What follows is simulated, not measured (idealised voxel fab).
voxel ribs on slabs: a process module
Section shown: cut. Width: 240 nm. Cell size: 5 nm, square.
A cross-section is written here as square cells arranged in a grid, and it is given in bands from the top down, each band taking up one or more rows of cells. Top height, bottom height, nm. Materials left to right, width each, nm. Single material + "throughout" = fills band edge to edge. "air" = empty. Measure heights from 0. That's the level where, below it, the as-received wafer is all one material. The lowest band is bottomless and extends downward; write it as in "0 and below". Note: "30 to 40" means the width goes from the first number (top row of the band) to the second number (bottom row) in equal steps per row of cells. It should be understood that the words "nothing different", when stated for a given step, signify that the cross-section underwent no change in any of its cells during that step. "Closed empty spaces" lists enclosed empty spaces (at least 8 cells, no open path upward to the top), each as width x height at distance from the left edge, in nm. Note: text after step settings on the step line = simulator remark on that step. If you see "overlay nm" on a step's line and that step has a mask, it's telling you how far right of where it was planned the mask ended up; a negative number means it went left instead.
[Process steps foreseen in the plan]
1: RECEIVE,material Si
2: DIRECTIONAL_DEP,material SiO2,thk nm 30
3: DIRECTIONAL_DEP,material SiN,thk nm 25
4: MASKED_ETCH,tone cover,mask id RIB,width nm 30,etch materials SiN,depth nm 20,overlay nm 0
5: PATTERN,tone cover,mask id SLAB,material resist,width nm 80,thk nm 20,overlay nm 0
6: DIRECTIONAL_ETCH,etch materials SiN,depth nm 5
7: STRIP,etch materials resist
8: FILL_DEP,material SiO2,thk nm 20
9: CMP,height nm 65
10: DIRECTIONAL_DEP,material TiN,thk nm 5
11: MASKED_ETCH,tone cover,mask id HEATER,width nm 40,etch materials TiN,depth nm 5,overlay nm 0
12: CONFORMAL_DEP,material SiO2,thk nm 10
[This is the cross-section of the wafer as we received it, i.e. after step 1]
	0 and below  Si throughout
	Closed empty spaces: none
[End-of-module cross-section. Starting structure and process plan as above; one mistake made in running it]
	80 down to 75  90 of air / 60 of SiO2 / 90 of air
	75 down to 70  SiO2 throughout
	70 down to 65  100 of SiO2 / 40 of TiN / 100 of SiO2
	65 down to 60  80 of SiO2 / 80 of SiN / 80 of SiO2
	60 down to 0  SiO2 throughout
	0 and below  Si throughout
	Closed empty spaces: none
What was the processing mistake? step 2 in the plan was executed twice
